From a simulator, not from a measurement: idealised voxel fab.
Process module under the name voxel capacitor over wiring
Pictured: cross-section cut, 195 nm wide, on a grid of 5 nm square cells.
Cross-section = grid of square cells, listed top down in bands; band = one or more rows.
The band entry comprises the height of the band's top followed by the height of its bottom, expressed in nm, and subsequently the band's materials from left to right, each stated together with its width in nm. Where a single material is marked with the word "full width", that material fills the band from edge to edge. The word "air" represents empty space.
Beneath 0, the wafer as received is one material, and that level is where height counting begins. The lowest band goes on downward without a bottom; it is written like "0 -> down".
Top row gets the first number, bottom row gets the second, and each row in between changes by the same step: that is how a band width like "30->40" works.
"identical to before" (step): cross-section cells unchanged, all of them.
Sealed internal cavities: empty space of 8 cells or more with no open way to the top, each as width x height at its distance from the left edge, in nm
If you see something after the settings on a step's line, that's the simulator's own remark about that step.
Regarding "overlay nm": on a step with a mask, it is the distance the mask lay to the right of its planned place; a negative value places it to the left.
Here's what the planned process steps look like:
1: RECEIVE [material Si]
2: CONFORMAL_DEP [material SiO2] [thk nm 10]
3: CONFORMAL_DEP [material SiN] [thk nm 5]
4: DIRECTIONAL_DEP [material lowk] [thk nm 15]
5: PATTERN [tone open] [mask id METAL_1] [material resist] [width nm 25] [pitch nm 95] [thk nm 20] [overlay nm 0]
6: DIRECTIONAL_ETCH [etch materials lowk] [depth nm 15]
7: DIRECTIONAL_ETCH [etch materials SiN] [depth nm 5]
8: STRIP [etch materials resist]
9: CONFORMAL_DEP [material TiN] [thk nm 5]
10: FILL_DEP [material Cu] [thk nm 5]
11: CMP [height nm 30]
12: CONFORMAL_DEP [material SiCN] [thk nm 5]
13: DIRECTIONAL_DEP [material SiO2] [thk nm 15]
14: MASKED_ETCH [tone open] [mask id PLUG_1] [width nm 15] [etch materials SiO2] [depth nm 15] [overlay nm 0]
15: MASKED_ETCH [tone open] [mask id PLUG_1] [width nm 15] [etch materials SiCN] [depth nm 5] [overlay nm 0]
16: CONFORMAL_DEP [material TiN] [thk nm 5]
17: FILL_DEP [material Cu] [thk nm 5]
18: CMP [height nm 50]
19: DIRECTIONAL_DEP [material TiN] [thk nm 10]
20: DIRECTIONAL_DEP [material HfO2] [thk nm 5]
21: DIRECTIONAL_DEP [material TiN] [thk nm 5]
22: DIRECTIONAL_DEP [material aC] [thk nm 15]
23: PATTERN [tone cover] [mask id UPPER_PLATE] [material resist] [width nm 75] [thk nm 30] [overlay nm 0]
24: DIRECTIONAL_ETCH [etch materials aC] [depth nm 15]
25: STRIP [etch materials resist]
26: DIRECTIONAL_ETCH [etch materials TiN] [depth nm 5]
27: DIRECTIONAL_ETCH [etch materials HfO2] [depth nm 5]
28: STRIP [etch materials aC]
29: PATTERN [tone cover] [mask id LOWER_PLATE] [material resist] [width nm 85] [thk nm 15] [overlay nm 0]
30: DIRECTIONAL_ETCH [etch materials TiN] [depth nm 10]
31: STRIP [etch materials resist]
32: FILL_DEP [material SiO2] [thk nm 15]
33: CMP [height nm 80]
34: PATTERN [tone open] [mask id PLUG_2] [material resist] [width nm 15] [thk nm 20] [overlay nm 0]
35: DIRECTIONAL_ETCH [etch materials SiO2] [depth nm 10]
36: STRIP [etch materials resist]
37: CONFORMAL_DEP [material TiN] [thk nm 5]
38: FILL_DEP [material W] [thk nm 5]
39: CMP [height nm 80]
40: CONFORMAL_DEP [material SiCN] [thk nm 5]
So, the first of our two wafers, run just as we planned it:
Wafer as received: cross-section following step 1:
    0 -> down = Si full width
    Sealed internal cavities: none
Wafer after step 2 (cross-section):
    10 -> 0 = SiO2 full width
    No changes below 0.
Wafer after step 3 (cross-section):
    15 -> 10 = SiN full width
    No changes below 10.
Wafer after step 4 (cross-section):
    30 -> 15 = lowk full width
    No changes below 15.
Wafer after step 5 (cross-section):
    50 -> 30 = resist 35 nm / air 25 nm / resist 70 nm / air 25 nm / resist 40 nm
    No changes below 30.
Wafer after step 6 (cross-section):
    50 -> 30 = resist 35 nm / air 25 nm / resist 70 nm / air 25 nm / resist 40 nm
    30 -> 15 = lowk 35 nm / air 25 nm / lowk 70 nm / air 25 nm / lowk 40 nm
    No changes below 15.
Wafer after step 7 (cross-section):
    50 -> 30 = resist 35 nm / air 25 nm / resist 70 nm / air 25 nm / resist 40 nm
    30 -> 15 = lowk 35 nm / air 25 nm / lowk 70 nm / air 25 nm / lowk 40 nm
    15 -> 10 = SiN 35 nm / air 25 nm / SiN 70 nm / air 25 nm / SiN 40 nm
    No changes below 10.
Wafer after step 8 (cross-section):
    30 -> 15 = lowk 35 nm / air 25 nm / lowk 70 nm / air 25 nm / lowk 40 nm
    No changes below 15.
Wafer after step 9 (cross-section):
    35 -> 30 = TiN 40 nm / air 15 nm / TiN 80 nm / air 15 nm / TiN 45 nm
    30 -> 15 = lowk 35 nm / TiN 5 nm / air 15 nm / TiN 5 nm / lowk 70 nm / TiN 5 nm / air 15 nm / TiN 5 nm / lowk 40 nm
    15 -> 10 = SiN 35 nm / TiN 25 nm / SiN 70 nm / TiN 25 nm / SiN 40 nm
    No changes below 10.
Wafer after step 10 (cross-section):
    40 -> 35 = Cu full width
    35 -> 30 = TiN 40 nm / Cu 15 nm / TiN 80 nm / Cu 15 nm / TiN 45 nm
    30 -> 15 = lowk 35 nm / TiN 5 nm / Cu 15 nm / TiN 5 nm / lowk 70 nm / TiN 5 nm / Cu 15 nm / TiN 5 nm / lowk 40 nm
    No changes below 15.
Wafer after step 11 (cross-section):
    30 -> 15 = lowk 35 nm / TiN 5 nm / Cu 15 nm / TiN 5 nm / lowk 70 nm / TiN 5 nm / Cu 15 nm / TiN 5 nm / lowk 40 nm
    No changes below 15.
Wafer after step 12 (cross-section):
    35 -> 30 = SiCN full width
    No changes below 30.
Wafer after step 13 (cross-section):
    50 -> 35 = SiO2 full width
    No changes below 35.
Wafer after step 14 (cross-section):
    50 -> 35 = SiO2 45 nm / air 15 nm / SiO2 135 nm
    No changes below 35.
Wafer after step 15 (cross-section):
    50 -> 35 = SiO2 45 nm / air 15 nm / SiO2 135 nm
    35 -> 30 = SiCN 45 nm / air 15 nm / SiCN 135 nm
    No changes below 30.
Wafer after step 16 (cross-section):
    55 -> 50 = TiN 50 nm / air 5 nm / TiN 140 nm
    50 -> 35 = SiO2 45 nm / TiN 5 nm / air 5 nm / TiN 5 nm / SiO2 135 nm
    35 -> 30 = SiCN 45 nm / TiN 15 nm / SiCN 135 nm
    No changes below 30.
Wafer after step 17 (cross-section):
    60 -> 55 = Cu full width
    55 -> 50 = TiN 50 nm / Cu 5 nm / TiN 140 nm
    50 -> 35 = SiO2 45 nm / TiN 5 nm / Cu 5 nm / TiN 5 nm / SiO2 135 nm
    No changes below 35.
Wafer after step 18 (cross-section):
    50 -> 35 = SiO2 45 nm / TiN 5 nm / Cu 5 nm / TiN 5 nm / SiO2 135 nm
    No changes below 35.
Wafer after step 19 (cross-section):
    60 -> 50 = TiN full width
    No changes below 50.
Wafer after step 20 (cross-section):
    65 -> 60 = HfO2 full width
    No changes below 60.
Wafer after step 21 (cross-section):
    70 -> 65 = TiN full width
    No changes below 65.
Wafer after step 22 (cross-section):
    85 -> 70 = aC full width
    No changes below 70.
Wafer after step 23 (cross-section):
    115 -> 85 = air 45 nm / resist 75 nm / air 75 nm
    No changes below 85.
Wafer after step 24 (cross-section):
    100 -> 85 = air 45 nm / resist 75 nm / air 75 nm
    85 -> 70 = air 45 nm / aC 75 nm / air 75 nm
    No changes below 70.
Wafer after step 25 (cross-section):
    85 -> 70 = air 45 nm / aC 75 nm / air 75 nm
    No changes below 70.
Wafer after step 26 (cross-section):
    85 -> 70 = air 45 nm / aC 75 nm / air 75 nm
    70 -> 65 = air 45 nm / TiN 75 nm / air 75 nm
    No changes below 65.
Wafer after step 27 (cross-section):
    85 -> 70 = air 45 nm / aC 75 nm / air 75 nm
    70 -> 65 = air 45 nm / TiN 75 nm / air 75 nm
    65 -> 60 = air 45 nm / HfO2 75 nm / air 75 nm
    No changes below 60.
Wafer after step 28 (cross-section):
    70 -> 65 = air 45 nm / TiN 75 nm / air 75 nm
    No changes below 65.
Wafer after step 29 (cross-section):
    85 -> 70 = air 40 nm / resist 85 nm / air 70 nm
    70 -> 65 = air 40 nm / resist 5 nm / TiN 75 nm / resist 5 nm / air 70 nm
    65 -> 60 = air 40 nm / resist 5 nm / HfO2 75 nm / resist 5 nm / air 70 nm
    No changes below 60.
Wafer after step 30 (cross-section):
    85 -> 70 = air 40 nm / resist 85 nm / air 70 nm
    70 -> 65 = air 40 nm / resist 5 nm / TiN 75 nm / resist 5 nm / air 70 nm
    65 -> 60 = air 40 nm / resist 5 nm / HfO2 75 nm / resist 5 nm / air 70 nm
    60 -> 50 = air 40 nm / TiN 85 nm / air 70 nm
    No changes below 50.
Wafer after step 31 (cross-section):
    70 -> 65 = air 45 nm / TiN 75 nm / air 75 nm
    65 -> 60 = air 45 nm / HfO2 75 nm / air 75 nm
    No changes below 60.
Wafer after step 32 (cross-section):
    85 -> 70 = SiO2 full width
    70 -> 65 = SiO2 45 nm / TiN 75 nm / SiO2 75 nm
    65 -> 60 = SiO2 45 nm / HfO2 75 nm / SiO2 75 nm
    60 -> 50 = SiO2 40 nm / TiN 85 nm / SiO2 70 nm
    No changes below 50.
Wafer after step 33 (cross-section):
    80 -> 70 = SiO2 full width
    No changes below 70.
Wafer after step 34 (cross-section):
    100 -> 80 = resist 55 nm / air 15 nm / resist 125 nm
    No changes below 80.
Wafer after step 35 (cross-section):
    100 -> 80 = resist 55 nm / air 15 nm / resist 125 nm
    80 -> 70 = SiO2 55 nm / air 15 nm / SiO2 125 nm
    No changes below 70.
Wafer after step 36 (cross-section):
    80 -> 70 = SiO2 55 nm / air 15 nm / SiO2 125 nm
    No changes below 70.
Wafer after step 37 (cross-section):
    85 -> 80 = TiN 60 nm / air 5 nm / TiN 130 nm
    80 -> 75 = SiO2 55 nm / TiN 5 nm / air 5 nm / TiN 5 nm / SiO2 125 nm
    75 -> 65 = SiO2 55->45 nm / TiN 15->75 nm / SiO2 125->75 nm
    No changes below 65.
Wafer after step 38 (cross-section):
    90 -> 85 = W full width
    85 -> 80 = TiN 60 nm / W 5 nm / TiN 130 nm
    80 -> 75 = SiO2 55 nm / TiN 5 nm / W 5 nm / TiN 5 nm / SiO2 125 nm
    No changes below 75.
Wafer after step 39 (cross-section):
    80 -> 75 = SiO2 55 nm / TiN 5 nm / W 5 nm / TiN 5 nm / SiO2 125 nm
    No changes below 75.
Wafer after step 40 (cross-section):
    85 -> 80 = SiCN full width
    No changes below 80.
Notes, second wafer: start = first wafer's, plan = first wafer's, execution had one mistake; history identical to first through step 22:
X-section, second wafer, when step 23 was due to finish:
    115 -> 85 = air 55 nm / resist 75 nm / air 65 nm
    No changes below 85.
X-section, second wafer, when step 24 was due to finish:
    100 -> 85 = air 55 nm / resist 75 nm / air 65 nm
    85 -> 70 = air 55 nm / aC 75 nm / air 65 nm
    No changes below 70.
X-section, second wafer, when step 25 was due to finish:
    85 -> 70 = air 55 nm / aC 75 nm / air 65 nm
    No changes below 70.
X-section, second wafer, when step 26 was due to finish:
    85 -> 70 = air 55 nm / aC 75 nm / air 65 nm
    70 -> 65 = air 55 nm / TiN 75 nm / air 65 nm
    No changes below 65.
X-section, second wafer, when step 27 was due to finish:
    85 -> 70 = air 55 nm / aC 75 nm / air 65 nm
    70 -> 65 = air 55 nm / TiN 75 nm / air 65 nm
    65 -> 60 = air 55 nm / HfO2 75 nm / air 65 nm
    No changes below 60.
X-section, second wafer, when step 28 was due to finish:
    70 -> 65 = air 55 nm / TiN 75 nm / air 65 nm
    No changes below 65.
X-section, second wafer, when step 29 was due to finish:
    85 -> 70 = air 40 nm / resist 85 nm / air 70 nm
    70 -> 65 = air 40 nm / resist 15 nm / TiN 75 nm / air 65 nm
    65 -> 60 = air 40 nm / resist 15 nm / HfO2 75 nm / air 65 nm
    No changes below 60.
X-section, second wafer, when step 30 was due to finish:
    85 -> 70 = air 40 nm / resist 85 nm / air 70 nm
    70 -> 65 = air 40 nm / resist 15 nm / TiN 70 nm / air 70 nm
    65 -> 60 = air 40 nm / resist 15 nm / HfO2 75 nm / air 65 nm
    60 -> 50 = air 40 nm / TiN 90 nm / air 65 nm
    No changes below 50.
X-section, second wafer, when step 31 was due to finish:
    70 -> 65 = air 55 nm / TiN 70 nm / air 70 nm
    65 -> 60 = air 55 nm / HfO2 75 nm / air 65 nm
    No changes below 60.
X-section, second wafer, when step 32 was due to finish:
    85 -> 70 = SiO2 full width
    70 -> 65 = SiO2 55 nm / TiN 70 nm / SiO2 70 nm
    65 -> 60 = SiO2 55 nm / HfO2 75 nm / SiO2 65 nm
    60 -> 50 = SiO2 40 nm / TiN 90 nm / SiO2 65 nm
    No changes below 50.
X-section, second wafer, when step 33 was due to finish:
    80 -> 70 = SiO2 full width
    No changes below 70.
X-section, second wafer, when step 34 was due to finish:
    100 -> 80 = resist 55 nm / air 15 nm / resist 125 nm
    No changes below 80.
X-section, second wafer, when step 35 was due to finish:
    100 -> 80 = resist 55 nm / air 15 nm / resist 125 nm
    80 -> 70 = SiO2 55 nm / air 15 nm / SiO2 125 nm
    No changes below 70.
X-section, second wafer, when step 36 was due to finish:
    80 -> 70 = SiO2 55 nm / air 15 nm / SiO2 125 nm
    No changes below 70.
X-section, second wafer, when step 37 was due to finish:
    85 -> 80 = TiN 60 nm / air 5 nm / TiN 130 nm
    80 -> 75 = SiO2 55 nm / TiN 5 nm / air 5 nm / TiN 5 nm / SiO2 125 nm
    75 -> 65 = SiO2 55 nm / TiN 15->70 nm / SiO2 125->70 nm
    No changes below 65.
X-section, second wafer, when step 38 was due to finish:
    90 -> 85 = W full width
    85 -> 80 = TiN 60 nm / W 5 nm / TiN 130 nm
    80 -> 75 = SiO2 55 nm / TiN 5 nm / W 5 nm / TiN 5 nm / SiO2 125 nm
    No changes below 75.
X-section, second wafer, when step 39 was due to finish:
    80 -> 75 = SiO2 55 nm / TiN 5 nm / W 5 nm / TiN 5 nm / SiO2 125 nm
    No changes below 75.
X-section, second wafer, when step 40 was due to finish:
    85 -> 80 = SiCN full width
    No changes below 80.
Diagnosis: rather than as planned, step 23 actually ran as PATTERN [tone cover] [mask id UPPER_PLATE] [material resist] [width nm 75] [thk nm 30] [overlay nm 10]
At the finish, the second wafer shows more or fewer cells for some materials than the first does: SiO2 -1; TiN +1
